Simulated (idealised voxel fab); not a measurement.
Process module in this document: voxel capacitor over wiring
The width of the displayed cross-section, cut, is 275 nm; its cells are square, with a size of 5 nm.
Heads up, the way a cross-section reads in here is a grid of square cells, handed over as bands from the top down, with every band being one or more rows of cells.
For a band, the entry starts with two heights in nm, that of the top and then that of the bottom, and carries on with the band's materials in order from left to right, each alongside its width in nm; the word "everywhere" beside a single material means it fills the band edge to edge, and "blank" means empty space.
Counting heights begins at 0, where everything beneath is, in the wafer as received, one material. The lowest band has no bottom; it goes on downwards, as "0 nm and below" shows.
Quick explanation for "30 to 40": the width changes in equal steps down the rows of cells, from the first number in the band's top row to the second number in its bottom row.
Where a step carries "same as before", the cross-section came out of it unchanged, cell for cell.
Any empty space of 8 cells or more lacking an open way to the top shows up in "Tabulated closed voids" as width x height at distance, distance from the left edge, in nm.
Past the settings on a step's line: simulator remark, on that step.
If you see "overlay nm" on a step's line and that step has a mask, it's telling you how far right of where it was planned the mask ended up; a negative number means it went left instead.

[The following list gives the planned process steps]
1: RECEIVE: material Si
2: CONFORMAL_DEP: material SiO2, thk nm 10
3: CONFORMAL_DEP: material SiCN, thk nm 5
4: DIRECTIONAL_DEP: material lowk, thk nm 20
5: DIRECTIONAL_DEP: material aC, thk nm 15
6: PATTERN: tone open, mask id METAL_1, material resist, width nm 20, pitch nm 75, thk nm 30, overlay nm 0
7: DIRECTIONAL_ETCH: etch materials aC, depth nm 15
8: STRIP: etch materials resist
9: DIRECTIONAL_ETCH: etch materials lowk, depth nm 20
10: DIRECTIONAL_ETCH: etch materials SiCN, depth nm 5
11: STRIP: etch materials aC
12: CONFORMAL_DEP: material TiN, thk nm 5
13: FILL_DEP: material Cu, thk nm 10
14: CMP: height nm 35
15: CONFORMAL_DEP: material SiCN, thk nm 5
16: DIRECTIONAL_DEP: material SiO2, thk nm 10
17: DIRECTIONAL_DEP: material aC, thk nm 10
18: PATTERN: tone open, mask id PLUG_1, material resist, width nm 15, thk nm 25, overlay nm 0
19: DIRECTIONAL_ETCH: etch materials aC, depth nm 10
20: STRIP: etch materials resist
21: DIRECTIONAL_ETCH: etch materials SiO2, depth nm 10
22: DIRECTIONAL_ETCH: etch materials SiCN, depth nm 5
23: STRIP: etch materials aC
24: EPI: material Ru, thk nm 10
25: EPI: material Ru, thk nm 5
26: DIRECTIONAL_DEP: material TiN, thk nm 10
27: DIRECTIONAL_DEP: material SiN, thk nm 5
28: DIRECTIONAL_DEP: material TiN, thk nm 5
29: PATTERN: tone cover, mask id UPPER_PLATE, material resist, width nm 50, thk nm 20, overlay nm 0
30: DIRECTIONAL_ETCH: etch materials TiN, depth nm 5
31: DIRECTIONAL_ETCH: etch materials SiN, depth nm 5
32: STRIP: etch materials resist
33: MASKED_ETCH: tone cover, mask id LOWER_PLATE, width nm 70, etch materials TiN, depth nm 10, overlay nm 0
34: FILL_DEP: material SiO2, thk nm 15
35: CMP: height nm 80
36: MASKED_ETCH: tone open, mask id PLUG_2, width nm 15, etch materials SiO2, depth nm 10, overlay nm 0
37: CONFORMAL_DEP: material TiN, thk nm 5
38: FILL_DEP: material W, thk nm 10
39: CMP: height nm 80
40: CONFORMAL_DEP: material SiCN, thk nm 5
Don't read the plan's width nm for step 29 as applying to every wafer: that's the first wafer's value, and the wafers differ in it, though they all start identical.

[First of several wafers (as received, post step 1), cross-sectional view]
  0 nm and below | Si everywhere
  Tabulated closed voids: none

[First of several wafers, sectioned at end of module (last step: step 40)]
  85 nm to 80 nm | SiCN everywhere
  80 nm to 75 nm | SiO2: 105 / TiN: 5 / W: 5 / TiN: 5 / SiO2: 155
  75 nm to 65 nm | SiO2: 105 to 100 / TiN: 15 to 50 / SiO2: 155 to 125
  65 nm to 60 nm | SiO2: 100 / SiN: 50 / SiO2: 125
  60 nm to 50 nm | SiO2: 90 / TiN: 70 / SiO2: 115
  50 nm to 40 nm | SiO2: 95 / Ru: 15 / SiO2: 165
  40 nm to 35 nm | SiCN: 95 / Ru: 15 / SiCN: 165
  35 nm to 15 nm | lowk: 90 / TiN: 5 / Cu: 10 / TiN: 5 / lowk: 55 / TiN: 5 / Cu: 10 / TiN: 5 / lowk: 90
  15 nm to 10 nm | SiCN: 90 / TiN: 20 / SiCN: 55 / TiN: 20 / SiCN: 90
  10 nm to 0 nm | SiO2 everywhere
  0 nm and below | Si everywhere
  Tabulated closed voids: none

[last wafer at the end]
  85 nm to 80 nm | SiCN everywhere
  80 nm to 75 nm | SiO2: 105 / TiN: 5 / W: 5 / TiN: 5 / SiO2: 155
  75 nm to 65 nm | SiO2: 105 to 90 / TiN: 15 to 70 / SiO2: 155 to 115
  65 nm to 60 nm | SiO2: 90 / SiN: 75 / SiO2: 110
  60 nm to 50 nm | SiO2: 90 / TiN: 75 / SiO2: 110
  50 nm to 40 nm | SiO2: 95 / Ru: 15 / SiO2: 165
  40 nm to 35 nm | SiCN: 95 / Ru: 15 / SiCN: 165
  35 nm to 15 nm | lowk: 90 / TiN: 5 / Cu: 10 / TiN: 5 / lowk: 55 / TiN: 5 / Cu: 10 / TiN: 5 / lowk: 90
  15 nm to 10 nm | SiCN: 90 / TiN: 20 / SiCN: 55 / TiN: 20 / SiCN: 90
  10 nm to 0 nm | SiO2 everywhere
  0 nm and below | Si everywhere
  Tabulated closed voids: none

[The rows of the table below are wafers. Looking at the end of the module, a row counts, for every material, the cells the wafer has gained, shown as (+), or lost, shown as (-), since it was received; its closed voids come next]
width nm 50, +16 Cu, +9 Ru, +154 SiCN, +10 SiN, +490 SiO2, +67 TiN, +1 W, +188 lowk, Tabulated closed voids: none
width nm 55, +16 Cu, +9 Ru, +154 SiCN, +11 SiN, +488 SiO2, +68 TiN, +1 W, +188 lowk, Tabulated closed voids: none
width nm 60, +16 Cu, +9 Ru, +154 SiCN, +12 SiN, +486 SiO2, +69 TiN, +1 W, +188 lowk, Tabulated closed voids: none
width nm 65, +16 Cu, +9 Ru, +154 SiCN, +13 SiN, +484 SiO2, +70 TiN, +1 W, +188 lowk, Tabulated closed voids: none
width nm 70, +16 Cu, +9 Ru, +154 SiCN, +14 SiN, +482 SiO2, +71 TiN, +1 W, +188 lowk, Tabulated closed voids: none
width nm 75, +16 Cu, +9 Ru, +154 SiCN, +15 SiN, +479 SiO2, +73 TiN, +1 W, +188 lowk, Tabulated closed voids: none
